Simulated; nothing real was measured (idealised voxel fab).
Herein follows the process module entitled voxel local oxidation.
The cross-section on display is named cut; it measures 155 nm wide, and its cells are 5 nm squares.
Format of a cross-section: grid, square cells. Given as bands. Order: top down. Band: one or more rows of cells.
Look at the band entry: it leads with the top's height and the bottom's height in nm. Then it lists the materials left to right, with a width in nm for each. The word "edge to edge" on a single material says that material fills the band edge to edge. The word "air" is empty space.
Basically, 0 is our baseline, since under it the wafer straight out of the box is all one material. The bottom band has no lower end and keeps on going down, so it looks like "0 nm and below".
You'd read "30->40" like this: the band's top row of cells is as wide as the first number, its bottom row is as wide as the second, and going down, every row changes width by the same amount as the row before did.
"same as before" (step): cross-section cells unchanged, all of them.
This entry, "Entrapped voids", enumerates those empty regions of no fewer than 8 cells that possess no open connection to the top. Each region is reported in the form width x height at distance, the distance being taken from the left edge, with all three quantities expressed in nm.
after a step's settings: what the simulator itself notes on the step
overlay nm: where the mask lay relative to plan, measured to the right, on steps with a mask; negatives go left.
THE PLANNED PROCESS STEPS ARE ENUMERATED HEREUNDER
1. RECEIVE [material Si]
2. CONFORMAL_DEP [material SiO2] [thk nm 5]
3. CONFORMAL_DEP [material SiN] [thk nm 10]
4. DIRECTIONAL_DEP [material aC] [thk nm 15]
5. PATTERN [tone cover] [mask id ACTIVE] [material resist] [width nm 125] [thk nm 30] [overlay nm 0]
6. DIRECTIONAL_ETCH [etch materials aC] [depth nm 15]
7. STRIP [etch materials resist]
8. DIRECTIONAL_ETCH [etch materials SiN] [depth nm 10]
9. STRIP [etch materials aC]
10. SELECTIVE_ETCH [etch materials SiO2] [depth nm 5]
11. OXIDIZE [depth nm 10]
12. STRIP [etch materials SiN]
THE FIRST OF A SET OF TWO WAFERS, RUN TO PLAN
INCOMING WAFER, CROSS-SECTIONAL VIEW, POST STEP 1
> 0 nm and below  Si edge to edge
> Entrapped voids: none
CROSS-SECTION THROUGH THE WAFER, STEP 2 FINISHED
> 5 nm to 0 nm  SiO2 edge to edge
> Rest of section, below 0: as before.
CROSS-SECTION THROUGH THE WAFER, STEP 3 FINISHED
> 15 nm to 5 nm  SiN edge to edge
> Rest of section, below 5: as before.
CROSS-SECTION THROUGH THE WAFER, STEP 4 FINISHED
> 30 nm to 15 nm  aC edge to edge
> Rest of section, below 15: as before.
CROSS-SECTION THROUGH THE WAFER, STEP 5 FINISHED
> 60 nm to 30 nm  15 of air  125 of resist  15 of air
> Rest of section, below 30: as before.
CROSS-SECTION THROUGH THE WAFER, STEP 6 FINISHED
> 45 nm to 30 nm  15 of air  125 of resist  15 of air
> 30 nm to 15 nm  15 of air  125 of aC  15 of air
> Rest of section, below 15: as before.
CROSS-SECTION THROUGH THE WAFER, STEP 7 FINISHED
> 30 nm to 15 nm  15 of air  125 of aC  15 of air
> Rest of section, below 15: as before.
CROSS-SECTION THROUGH THE WAFER, STEP 8 FINISHED
> 30 nm to 15 nm  15 of air  125 of aC  15 of air
> 15 nm to 5 nm  15 of air  125 of SiN  15 of air
> Rest of section, below 5: as before.
CROSS-SECTION THROUGH THE WAFER, STEP 9 FINISHED
> 15 nm to 5 nm  15 of air  125 of SiN  15 of air
> Rest of section, below 5: as before.
CROSS-SECTION THROUGH THE WAFER, STEP 10 FINISHED
> 15 nm to 5 nm  15 of air  125 of SiN  15 of air
> 5 nm to 0 nm  20 of air  115 of SiO2  20 of air
> Rest of section, below 0: as before.
CROSS-SECTION THROUGH THE WAFER, STEP 11 FINISHED
> 15 nm to 5 nm  15 of air  125 of SiN  15 of air
> 5 nm to 0 nm  20 of air  115 of SiO2  20 of air
> 0 nm to -10 nm  30 of SiO2  95 of Si  30 of SiO2
> Rest of section, below -10: as before.
CROSS-SECTION THROUGH THE WAFER, STEP 12 FINISHED
> 5 nm to 0 nm  20 of air  115 of SiO2  20 of air
> Rest of section, below 0: as before.
SECOND WAFER (IDENTICAL START AND PLAN, ONE PROCESSING ERROR; MATCHES FIRST WAFER THROUGH STEP 4)
SECOND WAFER, CROSS-SECTION, PLANNED END OF STEP 5
> 60 nm to 30 nm  15 of resist  125 of air  15 of resist
> Rest of section, below 30: as before.
SECOND WAFER, CROSS-SECTION, PLANNED END OF STEP 6
> 45 nm to 30 nm  15 of resist  125 of air  15 of resist
> 30 nm to 15 nm  15 of aC  125 of air  15 of aC
> Rest of section, below 15: as before.
SECOND WAFER, CROSS-SECTION, PLANNED END OF STEP 7
> 30 nm to 15 nm  15 of aC  125 of air  15 of aC
> Rest of section, below 15: as before.
SECOND WAFER, CROSS-SECTION, PLANNED END OF STEP 8
> 30 nm to 15 nm  15 of aC  125 of air  15 of aC
> 15 nm to 5 nm  15 of SiN  125 of air  15 of SiN
> Rest of section, below 5: as before.
SECOND WAFER, CROSS-SECTION, PLANNED END OF STEP 9
> 15 nm to 5 nm  15 of SiN  125 of air  15 of SiN
> Rest of section, below 5: as before.
SECOND WAFER, CROSS-SECTION, PLANNED END OF STEP 10
> 15 nm to 5 nm  15 of SiN  125 of air  15 of SiN
> 5 nm to 0 nm  10 of SiO2  135 of air  10 of SiO2
> Rest of section, below 0: as before.
SECOND WAFER, CROSS-SECTION, PLANNED END OF STEP 11
> 15 nm to 5 nm  15 of SiN  125 of air  15 of SiN
> 5 nm to 0 nm  10 of SiO2  135 of air  10 of SiO2
> 0 nm to -10 nm  SiO2 edge to edge
> Rest of section, below -10: as before.
SECOND WAFER, CROSS-SECTION, PLANNED END OF STEP 12
> 5 nm to 0 nm  10 of SiO2  135 of air  10 of SiO2
> Rest of section, below 0: as before.
Error vs. plan: step 5 deviated from plan and actually ran as PATTERN [tone open] [mask id ACTIVE] [material resist] [width nm 125] [thk nm 30] [overlay nm 0]
Upon completion, the second wafer contains, in terms of cells, a greater or smaller amount of certain materials than the first wafer: Si: 38 fewer; SiO2: 19 more
